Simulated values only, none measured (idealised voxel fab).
Title: Process Module voxel gate over fins
Square cells of 5 nm make up the cross-section cut, whose width is 235 nm.
Cross-section spec: square-cell grid; bands listed top down; each band is one or more rows. Heights first: top, then bottom, in nm. Then materials, left to right, each with a width in nm. "throughout" on a single material: fills the band edge to edge. "air": empty space. All heights in this document are referenced to 0, defined as the level beneath which the wafer, as received, consists entirely of one material. The lowest band is not bounded below; it extends indefinitely downward and is written in the form "0 and below". A two-number width, for instance "30..40", indicates that the width is equal to the first number in the top row of the band and to the second number in the bottom row, and that it changes by a constant amount per row of cells. "no modification" after a step means that no cell of the cross-section changed. Look at "Enclosed cavities" for the closed voids: empty spaces with no open path to the top, sized 8 cells or up. Each is width x height at distance, distance from the left edge, all nm. On a step's line, text after the settings is the simulator commenting on that step. "overlay nm" answers the question of how far to the right of plan the mask lay on a step that has a mask, and when it is negative the answer is to the left.

# Here's what the planned process steps look like
- 1: RECEIVE: material Si
- 2: CONFORMAL_DEP: material SiN, thk nm 10
- 3: PATTERN: tone cover, mask id FINS, material resist, width nm 15, pitch nm 55, thk nm 15, overlay nm 0
- 4: DIRECTIONAL_ETCH: etch materials SiN, depth nm 10
- 5: DIRECTIONAL_ETCH: etch materials Si, depth nm 40
- 6: STRIP: etch materials resist
- 7: OXIDIZE: depth nm 5
- 8: FILL_DEP: material SiO2, thk nm 5
- 9: CMP: height nm 10
- 10: DIRECTIONAL_DEP: material aC, thk nm 15
- 11: PATTERN: tone open, mask id RAIL, material resist, width nm 15, thk nm 30, overlay nm 0
- 12: DIRECTIONAL_ETCH: etch materials aC, depth nm 15
- 13: STRIP: etch materials resist
- 14: DIRECTIONAL_ETCH: etch materials SiO2, depth nm 45
- 15: STRIP: etch materials aC
- 16: CONFORMAL_DEP: material TiN, thk nm 5
- 17: FILL_DEP: material Ru, thk nm 10
- 18: CMP: height nm 10
- 19: SELECTIVE_ETCH: etch materials W Ru TiN, depth nm 30
- 20: FILL_DEP: material SiO2, thk nm 5
- 21: CMP: height nm 10
- 22: SELECTIVE_ETCH: etch materials SiO2, depth nm 25
- 23: STRIP: etch materials SiN
- 24: CONFORMAL_DEP: material HfO2, thk nm 5
- 25: CONFORMAL_DEP: material TiN, thk nm 5
- 26: FILL_DEP: material W, thk nm 10
- 27: CMP: height nm 15
- 28: CONFORMAL_DEP: material SiN, thk nm 10

# First of two wafers, processed according to plan

# Received-state cross-section, reflecting completion of step 1
	0 and below | Si throughout
	Enclosed cavities: none

# How the wafer stands in section after step 2
	10 down to 0 | SiN throughout
	below 0: unchanged

# How the wafer stands in section after step 3
	25 down to 10 | 55 air, 15 resist, 40 air, 15 resist, 40 air, 15 resist, 55 air
	below 10: unchanged

# How the wafer stands in section after step 4
	25 down to 10 | 55 air, 15 resist, 40 air, 15 resist, 40 air, 15 resist, 55 air
	10 down to 0 | 55 air, 15 SiN, 40 air, 15 SiN, 40 air, 15 SiN, 55 air
	below 0: unchanged

# How the wafer stands in section after step 5
	25 down to 10 | 55 air, 15 resist, 40 air, 15 resist, 40 air, 15 resist, 55 air
	10 down to 0 | 55 air, 15 SiN, 40 air, 15 SiN, 40 air, 15 SiN, 55 air
	0 down to -40 | 55 air, 15 Si, 40 air, 15 Si, 40 air, 15 Si, 55 air
	below -40: unchanged

# How the wafer stands in section after step 6
	10 down to 0 | 55 air, 15 SiN, 40 air, 15 SiN, 40 air, 15 SiN, 55 air
	below 0: unchanged

# How the wafer stands in section after step 7
	10 down to 0 | 55 air, 15 SiN, 40 air, 15 SiN, 40 air, 15 SiN, 55 air
	0 down to -40 | 55 air, 5 SiO2, 5 Si, 5 SiO2, 40 air, 5 SiO2, 5 Si, 5 SiO2, 40 air, 5 SiO2, 5 Si, 5 SiO2, 55 air
	-40 down to -45 | 60 SiO2, 5 Si, 50 SiO2, 5 Si, 50 SiO2, 5 Si, 60 SiO2
	below -45: unchanged

# How the wafer stands in section after step 8
	15 down to 10 | SiO2 throughout
	10 down to 0 | 55 SiO2, 15 SiN, 40 SiO2, 15 SiN, 40 SiO2, 15 SiN, 55 SiO2
	0 down to -45 | 60 SiO2, 5 Si, 50 SiO2, 5 Si, 50 SiO2, 5 Si, 60 SiO2
	below -45: unchanged

# How the wafer stands in section after step 9
	10 down to 0 | 55 SiO2, 15 SiN, 40 SiO2, 15 SiN, 40 SiO2, 15 SiN, 55 SiO2
	below 0: unchanged

# How the wafer stands in section after step 10
	25 down to 10 | aC throughout
	below 10: unchanged

# How the wafer stands in section after step 11
	55 down to 25 | 80 resist, 15 air, 140 resist
	below 25: unchanged

# How the wafer stands in section after step 12
	40 down to 25 | 80 resist, 15 air, 140 resist
	25 down to 10 | 80 aC, 15 air, 140 aC
	below 10: unchanged

# How the wafer stands in section after step 13
	25 down to 10 | 80 aC, 15 air, 140 aC
	below 10: unchanged

# How the wafer stands in section after step 14
	25 down to 10 | 80 aC, 15 air, 140 aC
	10 down to 0 | 55 SiO2, 15 SiN, 10 SiO2, 15 air, 15 SiO2, 15 SiN, 40 SiO2, 15 SiN, 55 SiO2
	0 down to -35 | 60 SiO2, 5 Si, 15 SiO2, 15 air, 20 SiO2, 5 Si, 50 SiO2, 5 Si, 60 SiO2
	below -35: unchanged

# How the wafer stands in section after step 15
	10 down to 0 | 55 SiO2, 15 SiN, 10 SiO2, 15 air, 15 SiO2, 15 SiN, 40 SiO2, 15 SiN, 55 SiO2
	below 0: unchanged

# How the wafer stands in section after step 16
	15 down to 10 | 85 TiN, 5 air, 145 TiN
	10 down to 0 | 55 SiO2, 15 SiN, 10 SiO2, 5 TiN, 5 air, 5 TiN, 15 SiO2, 15 SiN, 40 SiO2, 15 SiN, 55 SiO2
	0 down to -30 | 60 SiO2, 5 Si, 15 SiO2, 5 TiN, 5 air, 5 TiN, 20 SiO2, 5 Si, 50 SiO2, 5 Si, 60 SiO2
	-30 down to -35 | 60 SiO2, 5 Si, 15 SiO2, 15 TiN, 20 SiO2, 5 Si, 50 SiO2, 5 Si, 60 SiO2
	below -35: unchanged

# How the wafer stands in section after step 17
	25 down to 15 | Ru throughout
	15 down to 10 | 85 TiN, 5 Ru, 145 TiN
	10 down to 0 | 55 SiO2, 15 SiN, 10 SiO2, 5 TiN, 5 Ru, 5 TiN, 15 SiO2, 15 SiN, 40 SiO2, 15 SiN, 55 SiO2
	0 down to -30 | 60 SiO2, 5 Si, 15 SiO2, 5 TiN, 5 Ru, 5 TiN, 20 SiO2, 5 Si, 50 SiO2, 5 Si, 60 SiO2
	below -30: unchanged

# How the wafer stands in section after step 18
	10 down to 0 | 55 SiO2, 15 SiN, 10 SiO2, 5 TiN, 5 Ru, 5 TiN, 15 SiO2, 15 SiN, 40 SiO2, 15 SiN, 55 SiO2
	below 0: unchanged

# How the wafer stands in section after step 19
	10 down to 0 | 55 SiO2, 15 SiN, 10 SiO2, 15 air, 15 SiO2, 15 SiN, 40 SiO2, 15 SiN, 55 SiO2
	0 down to -20 | 60 SiO2, 5 Si, 15 SiO2, 15 air, 20 SiO2, 5 Si, 50 SiO2, 5 Si, 60 SiO2
	below -20: unchanged

# How the wafer stands in section after step 20
	15 down to 10 | SiO2 throughout
	10 down to 0 | 55 SiO2, 15 SiN, 40 SiO2, 15 SiN, 40 SiO2, 15 SiN, 55 SiO2
	0 down to -20 | 60 SiO2, 5 Si, 50 SiO2, 5 Si, 50 SiO2, 5 Si, 60 SiO2
	below -20: unchanged

# How the wafer stands in section after step 21
	10 down to 0 | 55 SiO2, 15 SiN, 40 SiO2, 15 SiN, 40 SiO2, 15 SiN, 55 SiO2
	below 0: unchanged

# How the wafer stands in section after step 22
	10 down to 0 | 55 air, 15 SiN, 40 air, 15 SiN, 40 air, 15 SiN, 55 air
	0 down to -15 | 60 air, 5 Si, 50 air, 5 Si, 50 air, 5 Si, 60 air
	below -15: unchanged

# How the wafer stands in section after step 23
	0 down to -15 | 60 air, 5 Si, 50 air, 5 Si, 50 air, 5 Si, 60 air
	below -15: unchanged

# How the wafer stands in section after step 24
	5 down to 0 | 55 air, 15 HfO2, 40 air, 15 HfO2, 40 air, 15 HfO2, 55 air
	0 down to -10 | 55 air, 5 HfO2, 5 Si, 5 HfO2, 40 air, 5 HfO2, 5 Si, 5 HfO2, 40 air, 5 HfO2, 5 Si, 5 HfO2, 55 air
	-10 down to -15 | 60 HfO2, 5 Si, 50 HfO2, 5 Si, 50 HfO2, 5 Si, 60 HfO2
	below -15: unchanged

# How the wafer stands in section after step 25
	10 down to 5 | 50 air, 25 TiN, 30 air, 25 TiN, 30 air, 25 TiN, 50 air
	5 down to 0 | 50 air, 5 TiN, 15 HfO2, 5 TiN, 30 air, 5 TiN, 15 HfO2, 5 TiN, 30 air, 5 TiN, 15 HfO2, 5 TiN, 50 air
	0 down to -5 | 50 air, 5 TiN, 5 HfO2, 5 Si, 5 HfO2, 5 TiN, 30 air, 5 TiN, 5 HfO2, 5 Si, 5 HfO2, 5 TiN, 30 air, 5 TiN, 5 HfO2, 5 Si, 5 HfO2, 5 TiN, 50 air
	-5 down to -10 | 55 TiN, 5 HfO2, 5 Si, 5 HfO2, 40 TiN, 5 HfO2, 5 Si, 5 HfO2, 40 TiN, 5 HfO2, 5 Si, 5 HfO2, 55 TiN
	below -10: unchanged

# How the wafer stands in section after step 26
	20 down to 10 | W throughout
	10 down to 5 | 50 W, 25 TiN, 30 W, 25 TiN, 30 W, 25 TiN, 50 W
	5 down to 0 | 50 W, 5 TiN, 15 HfO2, 5 TiN, 30 W, 5 TiN, 15 HfO2, 5 TiN, 30 W, 5 TiN, 15 HfO2, 5 TiN, 50 W
	0 down to -5 | 50 W, 5 TiN, 5 HfO2, 5 Si, 5 HfO2, 5 TiN, 30 W, 5 TiN, 5 HfO2, 5 Si, 5 HfO2, 5 TiN, 30 W, 5 TiN, 5 HfO2, 5 Si, 5 HfO2, 5 TiN, 50 W
	below -5: unchanged

# How the wafer stands in section after step 27
	15 down to 10 | W throughout
	below 10: unchanged

# How the wafer stands in section after step 28
	25 down to 15 | SiN throughout
	below 15: unchanged

# What follows concerns the second wafer, which started out like the first and was meant to follow the very same plan; one mistake crept in when it was run, but everything up to and including step 2 is the same as for the first wafer

# Cross-section of the second wafer at the time step 3 of the plan should have ended
	25 down to 10 | 60 air, 15 resist, 40 air, 15 resist, 40 air, 15 resist, 50 air
	below 10: unchanged

# Cross-section of the second wafer at the time step 4 of the plan should have ended
	25 down to 10 | 60 air, 15 resist, 40 air, 15 resist, 40 air, 15 resist, 50 air
	10 down to 0 | 60 air, 15 SiN, 40 air, 15 SiN, 40 air, 15 SiN, 50 air
	below 0: unchanged

# Cross-section of the second wafer at the time step 5 of the plan should have ended
	25 down to 10 | 60 air, 15 resist, 40 air, 15 resist, 40 air, 15 resist, 50 air
	10 down to 0 | 60 air, 15 SiN, 40 air, 15 SiN, 40 air, 15 SiN, 50 air
	0 down to -40 | 60 air, 15 Si, 40 air, 15 Si, 40 air, 15 Si, 50 air
	below -40: unchanged

# Cross-section of the second wafer at the time step 6 of the plan should have ended
	10 down to 0 | 60 air, 15 SiN, 40 air, 15 SiN, 40 air, 15 SiN, 50 air
	below 0: unchanged

# Cross-section of the second wafer at the time step 7 of the plan should have ended
	10 down to 0 | 60 air, 15 SiN, 40 air, 15 SiN, 40 air, 15 SiN, 50 air
	0 down to -40 | 60 air, 5 SiO2, 5 Si, 5 SiO2, 40 air, 5 SiO2, 5 Si, 5 SiO2, 40 air, 5 SiO2, 5 Si, 5 SiO2, 50 air
	-40 down to -45 | 65 SiO2, 5 Si, 50 SiO2, 5 Si, 50 SiO2, 5 Si, 55 SiO2
	below -45: unchanged

# Cross-section of the second wafer at the time step 8 of the plan should have ended
	15 down to 10 | SiO2 throughout
	10 down to 0 | 60 SiO2, 15 SiN, 40 SiO2, 15 SiN, 40 SiO2, 15 SiN, 50 SiO2
	0 down to -45 | 65 SiO2, 5 Si, 50 SiO2, 5 Si, 50 SiO2, 5 Si, 55 SiO2
	below -45: unchanged

# Cross-section of the second wafer at the time step 9 of the plan should have ended
	10 down to 0 | 60 SiO2, 15 SiN, 40 SiO2, 15 SiN, 40 SiO2, 15 SiN, 50 SiO2
	below 0: unchanged

# Cross-section of the second wafer at the time step 10 of the plan should have ended
	25 down to 10 | aC throughout
	below 10: unchanged

# Cross-section of the second wafer at the time step 11 of the plan should have ended
	55 down to 25 | 80 resist, 15 air, 140 resist
	below 25: unchanged

# Cross-section of the second wafer at the time step 12 of the plan should have ended
	40 down to 25 | 80 resist, 15 air, 140 resist
	25 down to 10 | 80 aC, 15 air, 140 aC
	below 10: unchanged

# Cross-section of the second wafer at the time step 13 of the plan should have ended
	25 down to 10 | 80 aC, 15 air, 140 aC
	below 10: unchanged

# Cross-section of the second wafer at the time step 14 of the plan should have ended
	25 down to 10 | 80 aC, 15 air, 140 aC
	10 down to 0 | 60 SiO2, 15 SiN, 5 SiO2, 15 air, 20 SiO2, 15 SiN, 40 SiO2, 15 SiN, 50 SiO2
	0 down to -35 | 65 SiO2, 5 Si, 10 SiO2, 15 air, 25 SiO2, 5 Si, 50 SiO2, 5 Si, 55 SiO2
	below -35: unchanged

# Cross-section of the second wafer at the time step 15 of the plan should have ended
	10 down to 0 | 60 SiO2, 15 SiN, 5 SiO2, 15 air, 20 SiO2, 15 SiN, 40 SiO2, 15 SiN, 50 SiO2
	below 0: unchanged

# Cross-section of the second wafer at the time step 16 of the plan should have ended
	15 down to 10 | 85 TiN, 5 air, 145 TiN
	10 down to 0 | 60 SiO2, 15 SiN, 5 SiO2, 5 TiN, 5 air, 5 TiN, 20 SiO2, 15 SiN, 40 SiO2, 15 SiN, 50 SiO2
	0 down to -30 | 65 SiO2, 5 Si, 10 SiO2, 5 TiN, 5 air, 5 TiN, 25 SiO2, 5 Si, 50 SiO2, 5 Si, 55 SiO2
	-30 down to -35 | 65 SiO2, 5 Si, 10 SiO2, 15 TiN, 25 SiO2, 5 Si, 50 SiO2, 5 Si, 55 SiO2
	below -35: unchanged

# Cross-section of the second wafer at the time step 17 of the plan should have ended
	25 down to 15 | Ru throughout
	15 down to 10 | 85 TiN, 5 Ru, 145 TiN
	10 down to 0 | 60 SiO2, 15 SiN, 5 SiO2, 5 TiN, 5 Ru, 5 TiN, 20 SiO2, 15 SiN, 40 SiO2, 15 SiN, 50 SiO2
	0 down to -30 | 65 SiO2, 5 Si, 10 SiO2, 5 TiN, 5 Ru, 5 TiN, 25 SiO2, 5 Si, 50 SiO2, 5 Si, 55 SiO2
	below -30: unchanged

# Cross-section of the second wafer at the time step 18 of the plan should have ended
	10 down to 0 | 60 SiO2, 15 SiN, 5 SiO2, 5 TiN, 5 Ru, 5 TiN, 20 SiO2, 15 SiN, 40 SiO2, 15 SiN, 50 SiO2
	below 0: unchanged

# Cross-section of the second wafer at the time step 19 of the plan should have ended
	10 down to 0 | 60 SiO2, 15 SiN, 5 SiO2, 15 air, 20 SiO2, 15 SiN, 40 SiO2, 15 SiN, 50 SiO2
	0 down to -20 | 65 SiO2, 5 Si, 10 SiO2, 15 air, 25 SiO2, 5 Si, 50 SiO2, 5 Si, 55 SiO2
	below -20: unchanged

# Cross-section of the second wafer at the time step 20 of the plan should have ended
	15 down to 10 | SiO2 throughout
	10 down to 0 | 60 SiO2, 15 SiN, 40 SiO2, 15 SiN, 40 SiO2, 15 SiN, 50 SiO2
	0 down to -20 | 65 SiO2, 5 Si, 50 SiO2, 5 Si, 50 SiO2, 5 Si, 55 SiO2
	below -20: unchanged

# Cross-section of the second wafer at the time step 21 of the plan should have ended
	10 down to 0 | 60 SiO2, 15 SiN, 40 SiO2, 15 SiN, 40 SiO2, 15 SiN, 50 SiO2
	below 0: unchanged

# Cross-section of the second wafer at the time step 22 of the plan should have ended
	10 down to 0 | 60 air, 15 SiN, 40 air, 15 SiN, 40 air, 15 SiN, 50 air
	0 down to -15 | 65 air, 5 Si, 50 air, 5 Si, 50 air, 5 Si, 55 air
	below -15: unchanged

# Cross-section of the second wafer at the time step 23 of the plan should have ended
	0 down to -15 | 65 air, 5 Si, 50 air, 5 Si, 50 air, 5 Si, 55 air
	below -15: unchanged

# Cross-section of the second wafer at the time step 24 of the plan should have ended
	5 down to 0 | 60 air, 15 HfO2, 40 air, 15 HfO2, 40 air, 15 HfO2, 50 air
	0 down to -10 | 60 air, 5 HfO2, 5 Si, 5 HfO2, 40 air, 5 HfO2, 5 Si, 5 HfO2, 40 air, 5 HfO2, 5 Si, 5 HfO2, 50 air
	-10 down to -15 | 65 HfO2, 5 Si, 50 HfO2, 5 Si, 50 HfO2, 5 Si, 55 HfO2
	below -15: unchanged

# Cross-section of the second wafer at the time step 25 of the plan should have ended
	10 down to 5 | 55 air, 25 TiN, 30 air, 25 TiN, 30 air, 25 TiN, 45 air
	5 down to 0 | 55 air, 5 TiN, 15 HfO2, 5 TiN, 30 air, 5 TiN, 15 HfO2, 5 TiN, 30 air, 5 TiN, 15 HfO2, 5 TiN, 45 air
	0 down to -5 | 55 air, 5 TiN, 5 HfO2, 5 Si, 5 HfO2, 5 TiN, 30 air, 5 TiN, 5 HfO2, 5 Si, 5 HfO2, 5 TiN, 30 air, 5 TiN, 5 HfO2, 5 Si, 5 HfO2, 5 TiN, 45 air
	-5 down to -10 | 60 TiN, 5 HfO2, 5 Si, 5 HfO2, 40 TiN, 5 HfO2, 5 Si, 5 HfO2, 40 TiN, 5 HfO2, 5 Si, 5 HfO2, 50 TiN
	below -10: unchanged

# Cross-section of the second wafer at the time step 26 of the plan should have ended
	20 down to 10 | W throughout
	10 down to 5 | 55 W, 25 TiN, 30 W, 25 TiN, 30 W, 25 TiN, 45 W
	5 down to 0 | 55 W, 5 TiN, 15 HfO2, 5 TiN, 30 W, 5 TiN, 15 HfO2, 5 TiN, 30 W, 5 TiN, 15 HfO2, 5 TiN, 45 W
	0 down to -5 | 55 W, 5 TiN, 5 HfO2, 5 Si, 5 HfO2, 5 TiN, 30 W, 5 TiN, 5 HfO2, 5 Si, 5 HfO2, 5 TiN, 30 W, 5 TiN, 5 HfO2, 5 Si, 5 HfO2, 5 TiN, 45 W
	below -5: unchanged

# Cross-section of the second wafer at the time step 27 of the plan should have ended
	15 down to 10 | W throughout
	below 10: unchanged

# Cross-section of the second wafer at the time step 28 of the plan should have ended
	25 down to 15 | SiN throughout
	below 15: unchanged
What was done differently from what was planned? off-plan run, step 3, actual operation and settings PATTERN: tone cover, mask id FINS, material resist, width nm 15, pitch nm 55, thk nm 15, overlay nm 5
By the end, you'd get the same cell count for each material on either wafer, but the second wafer puts them somewhere else.
